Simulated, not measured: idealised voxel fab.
A process module follows: voxel capacitor over wiring.
This is section cut - it's 265 nm across, gridded in 5 nm square cells.
A cross-section is a grid of square cells, given in bands from the top down. A band is one or more rows of cells. Per band: top height and bottom height in nm, followed by the left-to-right materials and their widths in nm; "edge to edge" marks a single material spanning edge to edge, "blank" marks empty space. Note: height 0 marks the level under which the wafer is uniformly one material as received. Lowest band unbounded below, written "from 0 down". A width given as "30..40" starts at the first number in the band's top row and ends at the second number in its bottom row, shifting by an equal amount at every step from row to row. "all unchanged" for a step: no cell of the cross-section changed in that step. "Tabulated closed voids" enumerates empty spaces isolated from the top, with no open way to it, that contain at least 8 cells, giving each as width x height at distance from the left edge, all three in nm. Post-settings text on a step line: simulator's own remark regarding the step. "overlay nm" on a masked step: distance the mask lay right of its planned place, negative for left.

The planned process steps are enumerated hereunder
1,RECEIVE,material Si
2,CONFORMAL_DEP,material SiO2,thk nm 15
3,DIRECTIONAL_DEP,material TiN,thk nm 5
4,DIRECTIONAL_DEP,material W,thk nm 15
5,DIRECTIONAL_DEP,material aC,thk nm 10
6,PATTERN,tone cover,mask id METAL_1,material resist,width nm 25,pitch nm 90,thk nm 25,overlay nm 0
7,DIRECTIONAL_ETCH,etch materials aC,depth nm 10
8,STRIP,etch materials resist
9,DIRECTIONAL_ETCH,etch materials W,depth nm 15
10,DIRECTIONAL_ETCH,etch materials TiN,depth nm 5
11,STRIP,etch materials aC
12,CONFORMAL_DEP,material SiN,thk nm 5
13,FILL_DEP,material SiO2,thk nm 5
14,CMP,height nm 35
15,CONFORMAL_DEP,material SiCN,thk nm 5
16,DIRECTIONAL_DEP,material lowk,thk nm 10
17,MASKED_ETCH,tone open,mask id PLUG_1,width nm 15,etch materials lowk,depth nm 10,overlay nm 0
18,MASKED_ETCH,tone open,mask id PLUG_1,width nm 15,etch materials SiCN,depth nm 5,overlay nm 0
19,CONFORMAL_DEP,material TiN,thk nm 5
20,FILL_DEP,material Cu,thk nm 5
21,CMP,height nm 50
22,DIRECTIONAL_DEP,material TiN,thk nm 10
23,DIRECTIONAL_DEP,material SiN,thk nm 5
24,DIRECTIONAL_DEP,material TiN,thk nm 10
25,MASKED_ETCH,tone cover,mask id UPPER_PLATE,width nm 70,etch materials TiN,depth nm 10,overlay nm 0
26,MASKED_ETCH,tone cover,mask id UPPER_PLATE,width nm 70,etch materials SiN,depth nm 5,overlay nm 0
27,DIRECTIONAL_DEP,material aC,thk nm 10
28,PATTERN,tone cover,mask id LOWER_PLATE,material resist,width nm 80,thk nm 30,overlay nm 0
29,DIRECTIONAL_ETCH,etch materials aC,depth nm 10
30,STRIP,etch materials resist
31,DIRECTIONAL_ETCH,etch materials TiN,depth nm 10
32,STRIP,etch materials aC
33,FILL_DEP,material SiO2,thk nm 15
34,CMP,height nm 85
35,PATTERN,tone open,mask id PLUG_2,material resist,width nm 15,thk nm 15,overlay nm 0
36,DIRECTIONAL_ETCH,etch materials SiO2,depth nm 10
37,STRIP,etch materials resist
38,CONFORMAL_DEP,material TiN,thk nm 5
39,FILL_DEP,material W,thk nm 5
40,CMP,height nm 85
41,CONFORMAL_DEP,material SiCN,thk nm 5

First wafer, as planned

This is the cross-section of the wafer as we received it, i.e. after step 1
from 0 down: Si edge to edge
Tabulated closed voids: none

Cross-section: wafer state after step 2
from 15 to 0: SiO2 edge to edge
Everything below 0 is unchanged.

Cross-section: wafer state after step 3
from 20 to 15: TiN edge to edge
Everything below 15 is unchanged.

Cross-section: wafer state after step 4
from 35 to 20: W edge to edge
Everything below 20 is unchanged.

Cross-section: wafer state after step 5
from 45 to 35: aC edge to edge
Everything below 35 is unchanged.

Cross-section: wafer state after step 6
from 70 to 45: blank 75 nm, resist 25 nm, blank 65 nm, resist 25 nm, blank 75 nm
Everything below 45 is unchanged.

Cross-section: wafer state after step 7
from 60 to 45: blank 75 nm, resist 25 nm, blank 65 nm, resist 25 nm, blank 75 nm
from 45 to 35: blank 75 nm, aC 25 nm, blank 65 nm, aC 25 nm, blank 75 nm
Everything below 35 is unchanged.

Cross-section: wafer state after step 8
from 45 to 35: blank 75 nm, aC 25 nm, blank 65 nm, aC 25 nm, blank 75 nm
Everything below 35 is unchanged.

Cross-section: wafer state after step 9
from 45 to 35: blank 75 nm, aC 25 nm, blank 65 nm, aC 25 nm, blank 75 nm
from 35 to 20: blank 75 nm, W 25 nm, blank 65 nm, W 25 nm, blank 75 nm
Everything below 20 is unchanged.

Cross-section: wafer state after step 10
from 45 to 35: blank 75 nm, aC 25 nm, blank 65 nm, aC 25 nm, blank 75 nm
from 35 to 20: blank 75 nm, W 25 nm, blank 65 nm, W 25 nm, blank 75 nm
from 20 to 15: blank 75 nm, TiN 25 nm, blank 65 nm, TiN 25 nm, blank 75 nm
Everything below 15 is unchanged.

Cross-section: wafer state after step 11
from 35 to 20: blank 75 nm, W 25 nm, blank 65 nm, W 25 nm, blank 75 nm
Everything below 20 is unchanged.

Cross-section: wafer state after step 12
from 40 to 35: blank 70 nm, SiN 35 nm, blank 55 nm, SiN 35 nm, blank 70 nm
from 35 to 20: blank 70 nm, SiN 5 nm, W 25 nm, SiN 5 nm, blank 55 nm, SiN 5 nm, W 25 nm, SiN 5 nm, blank 70 nm
from 20 to 15: SiN 75 nm, TiN 25 nm, SiN 65 nm, TiN 25 nm, SiN 75 nm
Everything below 15 is unchanged.

Cross-section: wafer state after step 13
from 45 to 40: SiO2 edge to edge
from 40 to 35: SiO2 70 nm, SiN 35 nm, SiO2 55 nm, SiN 35 nm, SiO2 70 nm
from 35 to 20: SiO2 70 nm, SiN 5 nm, W 25 nm, SiN 5 nm, SiO2 55 nm, SiN 5 nm, W 25 nm, SiN 5 nm, SiO2 70 nm
Everything below 20 is unchanged.

Cross-section: wafer state after step 14
from 35 to 20: SiO2 70 nm, SiN 5 nm, W 25 nm, SiN 5 nm, SiO2 55 nm, SiN 5 nm, W 25 nm, SiN 5 nm, SiO2 70 nm
Everything below 20 is unchanged.

Cross-section: wafer state after step 15
from 40 to 35: SiCN edge to edge
Everything below 35 is unchanged.

Cross-section: wafer state after step 16
from 50 to 40: lowk edge to edge
Everything below 40 is unchanged.

Cross-section: wafer state after step 17
from 50 to 40: lowk 85 nm, blank 15 nm, lowk 165 nm
Everything below 40 is unchanged.

Cross-section: wafer state after step 18
from 50 to 40: lowk 85 nm, blank 15 nm, lowk 165 nm
from 40 to 35: SiCN 85 nm, blank 15 nm, SiCN 165 nm
Everything below 35 is unchanged.

Cross-section: wafer state after step 19
from 55 to 50: TiN 90 nm, blank 5 nm, TiN 170 nm
from 50 to 40: lowk 85 nm, TiN 5 nm, blank 5 nm, TiN 5 nm, lowk 165 nm
from 40 to 35: SiCN 85 nm, TiN 15 nm, SiCN 165 nm
Everything below 35 is unchanged.

Cross-section: wafer state after step 20
from 60 to 55: Cu edge to edge
from 55 to 50: TiN 90 nm, Cu 5 nm, TiN 170 nm
from 50 to 40: lowk 85 nm, TiN 5 nm, Cu 5 nm, TiN 5 nm, lowk 165 nm
Everything below 40 is unchanged.

Cross-section: wafer state after step 21
from 50 to 40: lowk 85 nm, TiN 5 nm, Cu 5 nm, TiN 5 nm, lowk 165 nm
Everything below 40 is unchanged.

Cross-section: wafer state after step 22
from 60 to 50: TiN edge to edge
Everything below 50 is unchanged.

Cross-section: wafer state after step 23
from 65 to 60: SiN edge to edge
Everything below 60 is unchanged.

Cross-section: wafer state after step 24
from 75 to 65: TiN edge to edge
Everything below 65 is unchanged.

Cross-section: wafer state after step 25
from 75 to 65: blank 85 nm, TiN 70 nm, blank 110 nm
Everything below 65 is unchanged.

Cross-section: wafer state after step 26
from 75 to 65: blank 85 nm, TiN 70 nm, blank 110 nm
from 65 to 60: blank 85 nm, SiN 70 nm, blank 110 nm
Everything below 60 is unchanged.

Cross-section: wafer state after step 27
from 85 to 75: blank 85 nm, aC 70 nm, blank 110 nm
from 75 to 70: blank 85 nm, TiN 70 nm, blank 110 nm
from 70 to 65: aC 85 nm, TiN 70 nm, aC 110 nm
from 65 to 60: aC 85 nm, SiN 70 nm, aC 110 nm
Everything below 60 is unchanged.

Cross-section: wafer state after step 28
from 115 to 85: blank 80 nm, resist 80 nm, blank 105 nm
from 85 to 75: blank 80 nm, resist 5 nm, aC 70 nm, resist 5 nm, blank 105 nm
from 75 to 70: blank 80 nm, resist 5 nm, TiN 70 nm, resist 5 nm, blank 105 nm
Everything below 70 is unchanged.

Cross-section: wafer state after step 29
from 105 to 85: blank 80 nm, resist 80 nm, blank 105 nm
from 85 to 75: blank 80 nm, resist 5 nm, aC 70 nm, resist 5 nm, blank 105 nm
from 75 to 70: blank 80 nm, resist 5 nm, TiN 70 nm, resist 5 nm, blank 105 nm
from 70 to 65: blank 80 nm, aC 5 nm, TiN 70 nm, aC 5 nm, blank 105 nm
from 65 to 60: blank 80 nm, aC 5 nm, SiN 70 nm, aC 5 nm, blank 105 nm
Everything below 60 is unchanged.

Cross-section: wafer state after step 30
from 85 to 75: blank 85 nm, aC 70 nm, blank 110 nm
from 75 to 70: blank 85 nm, TiN 70 nm, blank 110 nm
Everything below 70 is unchanged.

Cross-section: wafer state after step 31
from 85 to 75: blank 85 nm, aC 70 nm, blank 110 nm
from 75 to 70: blank 85 nm, TiN 70 nm, blank 110 nm
from 70 to 65: blank 80 nm, aC 5 nm, TiN 70 nm, aC 5 nm, blank 105 nm
from 65 to 60: blank 80 nm, aC 5 nm, SiN 70 nm, aC 5 nm, blank 105 nm
from 60 to 50: blank 80 nm, TiN 80 nm, blank 105 nm
Everything below 50 is unchanged.

Cross-section: wafer state after step 32
from 75 to 65: blank 85 nm, TiN 70 nm, blank 110 nm
from 65 to 60: blank 85 nm, SiN 70 nm, blank 110 nm
Everything below 60 is unchanged.

Cross-section: wafer state after step 33
from 90 to 75: SiO2 edge to edge
from 75 to 65: SiO2 85 nm, TiN 70 nm, SiO2 110 nm
from 65 to 60: SiO2 85 nm, SiN 70 nm, SiO2 110 nm
from 60 to 50: SiO2 80 nm, TiN 80 nm, SiO2 105 nm
Everything below 50 is unchanged.

Cross-section: wafer state after step 34
from 85 to 75: SiO2 edge to edge
Everything below 75 is unchanged.

Cross-section: wafer state after step 35
from 100 to 85: resist 95 nm, blank 15 nm, resist 155 nm
Everything below 85 is unchanged.

Cross-section: wafer state after step 36
from 100 to 85: resist 95 nm, blank 15 nm, resist 155 nm
from 85 to 75: SiO2 95 nm, blank 15 nm, SiO2 155 nm
Everything below 75 is unchanged.

Cross-section: wafer state after step 37
from 85 to 75: SiO2 95 nm, blank 15 nm, SiO2 155 nm
Everything below 75 is unchanged.

Cross-section: wafer state after step 38
from 90 to 85: TiN 100 nm, blank 5 nm, TiN 160 nm
from 85 to 80: SiO2 95 nm, TiN 5 nm, blank 5 nm, TiN 5 nm, SiO2 155 nm
from 80 to 75: SiO2 95 nm, TiN 15 nm, SiO2 155 nm
Everything below 75 is unchanged.

Cross-section: wafer state after step 39
from 95 to 90: W edge to edge
from 90 to 85: TiN 100 nm, W 5 nm, TiN 160 nm
from 85 to 80: SiO2 95 nm, TiN 5 nm, W 5 nm, TiN 5 nm, SiO2 155 nm
Everything below 80 is unchanged.

Cross-section: wafer state after step 40
from 85 to 80: SiO2 95 nm, TiN 5 nm, W 5 nm, TiN 5 nm, SiO2 155 nm
Everything below 80 is unchanged.

Cross-section: wafer state after step 41
from 90 to 85: SiCN edge to edge
Everything below 85 is unchanged.

Wafer two of two - same starting point, same process plan, one mistake in execution; matches wafer one up to and including step 22

Second wafer at the planned finish of step 23, seen in cross-section
from 70 to 50: TiN edge to edge
Everything below 50 is unchanged.

Second wafer at the planned finish of step 24, seen in cross-section
from 75 to 70: SiN edge to edge
Everything below 70 is unchanged.

Second wafer at the planned finish of step 25, seen in cross-section: all unchanged

Second wafer at the planned finish of step 26, seen in cross-section
from 75 to 70: blank 85 nm, SiN 70 nm, blank 110 nm
Everything below 70 is unchanged.

Second wafer at the planned finish of step 27, seen in cross-section
from 85 to 80: blank 85 nm, aC 70 nm, blank 110 nm
from 80 to 75: aC edge to edge
from 75 to 70: aC 85 nm, SiN 70 nm, aC 110 nm
Everything below 70 is unchanged.

Second wafer at the planned finish of step 28, seen in cross-section
from 115 to 85: blank 80 nm, resist 80 nm, blank 105 nm
from 85 to 80: blank 80 nm, resist 5 nm, aC 70 nm, resist 5 nm, blank 105 nm
Everything below 80 is unchanged.

Second wafer at the planned finish of step 29, seen in cross-section
from 105 to 85: blank 80 nm, resist 80 nm, blank 105 nm
from 85 to 80: blank 80 nm, resist 5 nm, aC 70 nm, resist 5 nm, blank 105 nm
from 80 to 75: blank 80 nm, aC 80 nm, blank 105 nm
from 75 to 70: blank 80 nm, aC 5 nm, SiN 70 nm, aC 5 nm, blank 105 nm
Everything below 70 is unchanged.

Second wafer at the planned finish of step 30, seen in cross-section
from 85 to 75: blank 85..80 nm, aC 70..80 nm, blank 110..105 nm
Everything below 75 is unchanged.

Second wafer at the planned finish of step 31, seen in cross-section
from 85 to 75: blank 85..80 nm, aC 70..80 nm, blank 110..105 nm
from 75 to 70: blank 80 nm, aC 5 nm, SiN 70 nm, aC 5 nm, blank 105 nm
from 70 to 60: blank 80 nm, TiN 80 nm, blank 105 nm
Everything below 60 is unchanged.

Second wafer at the planned finish of step 32, seen in cross-section
from 75 to 70: blank 85 nm, SiN 70 nm, blank 110 nm
Everything below 70 is unchanged.

Second wafer at the planned finish of step 33, seen in cross-section
from 90 to 75: SiO2 edge to edge
from 75 to 70: SiO2 85 nm, SiN 70 nm, SiO2 110 nm
from 70 to 60: SiO2 80 nm, TiN 80 nm, SiO2 105 nm
Everything below 60 is unchanged.

Second wafer at the planned finish of step 34, seen in cross-section
from 85 to 75: SiO2 edge to edge
Everything below 75 is unchanged.

Second wafer at the planned finish of step 35, seen in cross-section
from 100 to 85: resist 95 nm, blank 15 nm, resist 155 nm
Everything below 85 is unchanged.

Second wafer at the planned finish of step 36, seen in cross-section
from 100 to 85: resist 95 nm, blank 15 nm, resist 155 nm
from 85 to 75: SiO2 95 nm, blank 15 nm, SiO2 155 nm
Everything below 75 is unchanged.

Second wafer at the planned finish of step 37, seen in cross-section
from 85 to 75: SiO2 95 nm, blank 15 nm, SiO2 155 nm
Everything below 75 is unchanged.

Second wafer at the planned finish of step 38, seen in cross-section
from 90 to 85: TiN 100 nm, blank 5 nm, TiN 160 nm
from 85 to 80: SiO2 95 nm, TiN 5 nm, blank 5 nm, TiN 5 nm, SiO2 155 nm
from 80 to 75: SiO2 95 nm, TiN 15 nm, SiO2 155 nm
Everything below 75 is unchanged.

Second wafer at the planned finish of step 39, seen in cross-section
from 95 to 90: W edge to edge
from 90 to 85: TiN 100 nm, W 5 nm, TiN 160 nm
from 85 to 80: SiO2 95 nm, TiN 5 nm, W 5 nm, TiN 5 nm, SiO2 155 nm
Everything below 80 is unchanged.

Second wafer at the planned finish of step 40, seen in cross-section
from 85 to 80: SiO2 95 nm, TiN 5 nm, W 5 nm, TiN 5 nm, SiO2 155 nm
Everything below 80 is unchanged.

Second wafer at the planned finish of step 41, seen in cross-section
from 90 to 85: SiCN edge to edge
Everything below 85 is unchanged.
Error vs. plan: step 24 occupied the plan position of step 23, and the converse holds as well
Heads up, by the end the second wafer has more or fewer cells of some materials compared to the first: 78 fewer of SiO2, 78 more of TiN
